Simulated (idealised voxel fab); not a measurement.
The name of this process module is voxel gate over fins.
Section cut is 155 nm wide and gridded with 5 nm square cells.
Cross-section, as written here: a square-cell grid given band by band from the top down, where a band holds one or more rows of cells.
Within each band entry, the heights of the top and of the bottom of the band appear first, in that order and in nm; the materials of the band then follow from left to right, each with its corresponding width in nm. The designation "edge to edge" on a single material indicates that it fills the band from edge to edge; the designation "blank" indicates empty space.
Note: height 0 marks the level under which the wafer is uniformly one material as received. Lowest band unbounded below, written "0 nm and below".
Think of "30 to 40" as a width that walks from the first number to the second as you go down the band, top row to bottom row, taking equal-sized steps from row to row.
The designation "remained the same", where it is given for a processing step, indicates that no cell of the cross-section was altered in the course of that step.
"Fully sealed cavities" contains a list of empty spaces, each no smaller than 8 cells and without an open way to the top, written in the form width x height at distance with the distance from the left edge and all three in nm.
If you see something after the settings on a step's line, that's the simulator's own remark about that step.
Steps that use a mask can have "overlay nm" on their line. It says how far the mask sat to the right of where it was meant to be. Negative means to the left.
## These are the steps we planned for the process
1) RECEIVE [material Si]
2) CONFORMAL_DEP [material SiN] [thk nm 10]
3) DIRECTIONAL_DEP [material aC] [thk nm 10]
4) PATTERN [tone cover] [mask id FINS] [material resist] [width nm 15] [pitch nm 35] [thk nm 30] [overlay nm 0]
5) DIRECTIONAL_ETCH [etch materials aC] [depth nm 10]
6) STRIP [etch materials resist]
7) DIRECTIONAL_ETCH [etch materials SiN] [depth nm 10]
8) DIRECTIONAL_ETCH [etch materials Si] [depth nm 40]
9) STRIP [etch materials aC]
10) FILL_DEP [material SiO2] [thk nm 10]
11) CMP [height nm 10]
12) SELECTIVE_ETCH [etch materials SiO2] [depth nm 20]
13) STRIP [etch materials SiN]
14) CONFORMAL_DEP [material HfO2] [thk nm 5]
15) CONFORMAL_DEP [material TiN] [thk nm 5]
16) CONFORMAL_DEP [material TiAl] [thk nm 5]
17) CONFORMAL_DEP [material TiN] [thk nm 5]
18) FILL_DEP [material W] [thk nm 15]
19) CMP [height nm 30]
20) CONFORMAL_DEP [material SiN] [thk nm 5]
## What follows covers the first of two wafers; it ran as planned
## Wafer at receipt (post step 1), cross-section
	0 nm and below: Si edge to edge
	Fully sealed cavities: none
## after step 2
	10 nm to 0 nm: SiN edge to edge
	Whatever lies below 0 is exactly as it was before.
## after step 3
	20 nm to 10 nm: aC edge to edge
	Whatever lies below 10 is exactly as it was before.
## after step 4
	50 nm to 20 nm: blank 35  resist 15  blank 20  resist 15  blank 20  resist 15  blank 35
	Whatever lies below 20 is exactly as it was before.
## after step 5
	40 nm to 20 nm: blank 35  resist 15  blank 20  resist 15  blank 20  resist 15  blank 35
	20 nm to 10 nm: blank 35  aC 15  blank 20  aC 15  blank 20  aC 15  blank 35
	Whatever lies below 10 is exactly as it was before.
## after step 6
	20 nm to 10 nm: blank 35  aC 15  blank 20  aC 15  blank 20  aC 15  blank 35
	Whatever lies below 10 is exactly as it was before.
## after step 7
	20 nm to 10 nm: blank 35  aC 15  blank 20  aC 15  blank 20  aC 15  blank 35
	10 nm to 0 nm: blank 35  SiN 15  blank 20  SiN 15  blank 20  SiN 15  blank 35
	Whatever lies below 0 is exactly as it was before.
## after step 8
	20 nm to 10 nm: blank 35  aC 15  blank 20  aC 15  blank 20  aC 15  blank 35
	10 nm to 0 nm: blank 35  SiN 15  blank 20  SiN 15  blank 20  SiN 15  blank 35
	0 nm to -40 nm: blank 35  Si 15  blank 20  Si 15  blank 20  Si 15  blank 35
	Whatever lies below -40 is exactly as it was before.
## after step 9
	10 nm to 0 nm: blank 35  SiN 15  blank 20  SiN 15  blank 20  SiN 15  blank 35
	Whatever lies below 0 is exactly as it was before.
## after step 10
	20 nm to 10 nm: SiO2 edge to edge
	10 nm to 0 nm: SiO2 35  SiN 15  SiO2 20  SiN 15  SiO2 20  SiN 15  SiO2 35
	0 nm to -40 nm: SiO2 35  Si 15  SiO2 20  Si 15  SiO2 20  Si 15  SiO2 35
	Whatever lies below -40 is exactly as it was before.
## after step 11
	10 nm to 0 nm: SiO2 35  SiN 15  SiO2 20  SiN 15  SiO2 20  SiN 15  SiO2 35
	Whatever lies below 0 is exactly as it was before.
## after step 12
	10 nm to 0 nm: blank 35  SiN 15  blank 20  SiN 15  blank 20  SiN 15  blank 35
	0 nm to -10 nm: blank 35  Si 15  blank 20  Si 15  blank 20  Si 15  blank 35
	Whatever lies below -10 is exactly as it was before.
## after step 13
	0 nm to -10 nm: blank 35  Si 15  blank 20  Si 15  blank 20  Si 15  blank 35
	Whatever lies below -10 is exactly as it was before.
## after step 14
	5 nm to 0 nm: blank 30  HfO2 25  blank 10  HfO2 25  blank 10  HfO2 25  blank 30
	0 nm to -5 nm: blank 30  HfO2 5  Si 15  HfO2 5  blank 10  HfO2 5  Si 15  HfO2 5  blank 10  HfO2 5  Si 15  HfO2 5  blank 30
	-5 nm to -10 nm: HfO2 35  Si 15  HfO2 20  Si 15  HfO2 20  Si 15  HfO2 35
	Whatever lies below -10 is exactly as it was before.
## after step 15
	10 nm to 5 nm: blank 25  TiN 105  blank 25
	5 nm to 0 nm: blank 25  TiN 5  HfO2 25  TiN 10  HfO2 25  TiN 10  HfO2 25  TiN 5  blank 25
	0 nm to -5 nm: TiN 30  HfO2 5  Si 15  HfO2 5  TiN 10  HfO2 5  Si 15  HfO2 5  TiN 10  HfO2 5  Si 15  HfO2 5  TiN 30
	Whatever lies below -5 is exactly as it was before.
## after step 16
	15 nm to 10 nm: blank 20  TiAl 115  blank 20
	10 nm to 5 nm: blank 20  TiAl 5  TiN 105  TiAl 5  blank 20
	5 nm to 0 nm: TiAl 25  TiN 5  HfO2 25  TiN 10  HfO2 25  TiN 10  HfO2 25  TiN 5  TiAl 25
	Whatever lies below 0 is exactly as it was before.
## after step 17
	20 nm to 15 nm: blank 15  TiN 125  blank 15
	15 nm to 10 nm: blank 15  TiN 5  TiAl 115  TiN 5  blank 15
	10 nm to 5 nm: TiN 20  TiAl 5  TiN 105  TiAl 5  TiN 20
	Whatever lies below 5 is exactly as it was before.
## after step 18
	35 nm to 20 nm: W edge to edge
	20 nm to 15 nm: W 15  TiN 125  W 15
	15 nm to 10 nm: W 15  TiN 5  TiAl 115  TiN 5  W 15
	Whatever lies below 10 is exactly as it was before.
## after step 19
	30 nm to 20 nm: W edge to edge
	Whatever lies below 20 is exactly as it was before.
## after step 20
	35 nm to 30 nm: SiN edge to edge
	Whatever lies below 30 is exactly as it was before.
## Wafer two. Same start, same plan, one slip in execution. Same as wafer one through step 11, inclusive
## Cross-sectional representation of the second wafer at the time designated in the plan for the completion of step 12
	10 nm to 0 nm: blank 35  SiN 15  blank 20  SiN 15  blank 20  SiN 15  blank 35
	0 nm to -30 nm: blank 35  Si 15  blank 20  Si 15  blank 20  Si 15  blank 35
	Whatever lies below -30 is exactly as it was before.
## Cross-sectional representation of the second wafer at the time designated in the plan for the completion of step 13
	0 nm to -30 nm: blank 35  Si 15  blank 20  Si 15  blank 20  Si 15  blank 35
	Whatever lies below -30 is exactly as it was before.
## Cross-sectional representation of the second wafer at the time designated in the plan for the completion of step 14
	5 nm to 0 nm: blank 30  HfO2 25  blank 10  HfO2 25  blank 10  HfO2 25  blank 30
	0 nm to -25 nm: blank 30  HfO2 5  Si 15  HfO2 5  blank 10  HfO2 5  Si 15  HfO2 5  blank 10  HfO2 5  Si 15  HfO2 5  blank 30
	-25 nm to -30 nm: HfO2 35  Si 15  HfO2 20  Si 15  HfO2 20  Si 15  HfO2 35
	Whatever lies below -30 is exactly as it was before.
## Cross-sectional representation of the second wafer at the time designated in the plan for the completion of step 15
	10 nm to 5 nm: blank 25  TiN 105  blank 25
	5 nm to 0 nm: blank 25  TiN 5  HfO2 25  TiN 10  HfO2 25  TiN 10  HfO2 25  TiN 5  blank 25
	0 nm to -20 nm: blank 25  TiN 5  HfO2 5  Si 15  HfO2 5  TiN 10  HfO2 5  Si 15  HfO2 5  TiN 10  HfO2 5  Si 15  HfO2 5  TiN 5  blank 25
	-20 nm to -25 nm: TiN 30  HfO2 5  Si 15  HfO2 5  TiN 10  HfO2 5  Si 15  HfO2 5  TiN 10  HfO2 5  Si 15  HfO2 5  TiN 30
	Whatever lies below -25 is exactly as it was before.
## Cross-sectional representation of the second wafer at the time designated in the plan for the completion of step 16
	15 nm to 10 nm: blank 20  TiAl 115  blank 20
	10 nm to 5 nm: blank 20  TiAl 5  TiN 105  TiAl 5  blank 20
	5 nm to 0 nm: blank 20  TiAl 5  TiN 5  HfO2 25  TiN 10  HfO2 25  TiN 10  HfO2 25  TiN 5  TiAl 5  blank 20
	0 nm to -15 nm: blank 20  TiAl 5  TiN 5  HfO2 5  Si 15  HfO2 5  TiN 10  HfO2 5  Si 15  HfO2 5  TiN 10  HfO2 5  Si 15  HfO2 5  TiN 5  TiAl 5  blank 20
	-15 nm to -20 nm: TiAl 25  TiN 5  HfO2 5  Si 15  HfO2 5  TiN 10  HfO2 5  Si 15  HfO2 5  TiN 10  HfO2 5  Si 15  HfO2 5  TiN 5  TiAl 25
	Whatever lies below -20 is exactly as it was before.
## Cross-sectional representation of the second wafer at the time designated in the plan for the completion of step 17
	20 nm to 15 nm: blank 15  TiN 125  blank 15
	15 nm to 10 nm: blank 15  TiN 5  TiAl 115  TiN 5  blank 15
	10 nm to 5 nm: blank 15  TiN 5  TiAl 5  TiN 105  TiAl 5  TiN 5  blank 15
	5 nm to 0 nm: blank 15  TiN 5  TiAl 5  TiN 5  HfO2 25  TiN 10  HfO2 25  TiN 10  HfO2 25  TiN 5  TiAl 5  TiN 5  blank 15
	0 nm to -10 nm: blank 15  TiN 5  TiAl 5  TiN 5  HfO2 5  Si 15  HfO2 5  TiN 10  HfO2 5  Si 15  HfO2 5  TiN 10  HfO2 5  Si 15  HfO2 5  TiN 5  TiAl 5  TiN 5  blank 15
	-10 nm to -15 nm: TiN 20  TiAl 5  TiN 5  HfO2 5  Si 15  HfO2 5  TiN 10  HfO2 5  Si 15  HfO2 5  TiN 10  HfO2 5  Si 15  HfO2 5  TiN 5  TiAl 5  TiN 20
	Whatever lies below -15 is exactly as it was before.
## Cross-sectional representation of the second wafer at the time designated in the plan for the completion of step 18
	35 nm to 20 nm: W edge to edge
	20 nm to 15 nm: W 15  TiN 125  W 15
	15 nm to 10 nm: W 15  TiN 5  TiAl 115  TiN 5  W 15
	10 nm to 5 nm: W 15  TiN 5  TiAl 5  TiN 105  TiAl 5  TiN 5  W 15
	5 nm to 0 nm: W 15  TiN 5  TiAl 5  TiN 5  HfO2 25  TiN 10  HfO2 25  TiN 10  HfO2 25  TiN 5  TiAl 5  TiN 5  W 15
	0 nm to -10 nm: W 15  TiN 5  TiAl 5  TiN 5  HfO2 5  Si 15  HfO2 5  TiN 10  HfO2 5  Si 15  HfO2 5  TiN 10  HfO2 5  Si 15  HfO2 5  TiN 5  TiAl 5  TiN 5  W 15
	Whatever lies below -10 is exactly as it was before.
## Cross-sectional representation of the second wafer at the time designated in the plan for the completion of step 19
	30 nm to 20 nm: W edge to edge
	Whatever lies below 20 is exactly as it was before.
## Cross-sectional representation of the second wafer at the time designated in the plan for the completion of step 20
	35 nm to 30 nm: SiN edge to edge
	Whatever lies below 30 is exactly as it was before.
The mistake made against the process plan was this: execution of plan step 12 occurred twice
FYI, end of process, the second wafer has more or fewer cells of some materials than the first: HfO2 +24 | SiO2 -88 | TiAl +8 | TiN +32 | W +24
